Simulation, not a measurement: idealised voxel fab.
process module | voxel self aligned vias
cross-section cut | 295 nm wide | cells 5 nm
A cross-section is a grid of square cells, given in bands from the top down. A band is one or more rows of cells.
Each band's line starts with the height of the band's top and of its bottom, in nm. Then come its materials from left to right, each with its width in nm. One material with "throughout" fills the band from edge to edge. "air" is empty space.
Height 0 is the level under which the wafer as received is all one material. The lowest band goes on downwards, as in "0 down".
A width such as "30 to 40" changes by the same amount from each row of cells to the next, from the band's top row to its bottom row.
"no change" after a step means that no cell of the cross-section changed.
closed voids: empty space of 8 cells or more with no open way to the top, each as width x height at its distance from the left edge, in nm
after a step's settings: what the simulator itself notes on the step
overlay nm, on a step with a mask: how far to the right of its planned place the mask lay; to the left if negative
plan
1 op RECEIVE | material Si
2 op CONFORMAL_DEP | material SiO2 | thk nm 15
3 op CONFORMAL_DEP | material SiCN | thk nm 5
4 op DIRECTIONAL_DEP | material SiO2 | thk nm 20
5 op PATTERN | tone open | mask id LINES | material resist | width nm 30 | pitch nm 65 | thk nm 20 | overlay nm 0
6 op DIRECTIONAL_ETCH | etch materials SiO2 | depth nm 20
7 op STRIP | etch materials resist
8 op CONFORMAL_DEP | material TiN | thk nm 5
9 op FILL_DEP | material Ru | thk nm 10
10 op CMP | height nm 40
11 op SELECTIVE_ETCH | etch materials W Ru TiN | depth nm 10
12 op FILL_DEP | material SiN | thk nm 10
13 op CMP | height nm 40
14 op DIRECTIONAL_DEP | material SiO2 | thk nm 15
15 op MASKED_ETCH | tone open | mask id VIAS | width nm 50 | etch materials SiO2 | depth nm 15 | overlay nm 0
16 op MASKED_ETCH | tone open | mask id VIAS | width nm 50 | etch materials SiN | depth nm 10 | overlay nm 0
17 op CONFORMAL_DEP | material TiN | thk nm 5
18 op FILL_DEP | material Ru | thk nm 5
19 op CMP | height nm 55
20 op CONFORMAL_DEP | material SiCN | thk nm 5
as received, after step 1
  0 down: Si throughout
  closed voids: none
first wafer at the end, as planned
  60 to 55: SiCN throughout
  55 to 45: SiO2 90 | TiN 5 | Ru 40 | TiN 5 | SiO2 155
  45 to 40: SiO2 90 | TiN 15 | Ru 20 | TiN 15 | SiO2 155
  40 to 35: SiO2 100 | TiN 5 | Ru 20 | TiN 5 | SiO2 35 | SiN 30 | SiO2 100
  35 to 30: SiO2 100 | TiN 30 | SiO2 35 | SiN 30 | SiO2 100
  30 to 25: SiO2 100 | TiN 5 | Ru 20 | TiN 5 | SiO2 35 | TiN 5 | Ru 20 | TiN 5 | SiO2 100
  25 to 20: SiO2 100 | TiN 30 | SiO2 35 | TiN 30 | SiO2 100
  20 to 15: SiCN throughout
  15 to 0: SiO2 throughout
  0 down: Si throughout
  closed voids: none
second wafer at the end: like start, like plan, one mistake
  60 to 55: SiCN throughout
  55 to 40: SiO2 90 | TiN 5 | Ru 40 | TiN 5 | SiO2 155
  40 to 35: SiN 90 | TiN 15 | Ru 20 | TiN 15 | SiN 155
  35 to 30: SiO2 100 | TiN 30 | SiO2 35 | SiN 30 | SiO2 100
  30 to 20: SiO2 100 | TiN 5 | Ru 20 | TiN 5 | SiO2 35 | TiN 5 | Ru 20 | TiN 5 | SiO2 100
  20 to 15: SiO2 100 | TiN 30 | SiO2 35 | TiN 30 | SiO2 100
  15 to 10: SiCN throughout
  10 to 0: SiO2 throughout
  0 down: Si throughout
  closed voids: none
what went wrong: step 2 ran as: op CONFORMAL_DEP | material SiO2 | thk nm 10
at the end the second wafer has, in cells: 12 more of Ru | 43 more of SiN | 59 fewer of SiO2 | 4 more of TiN
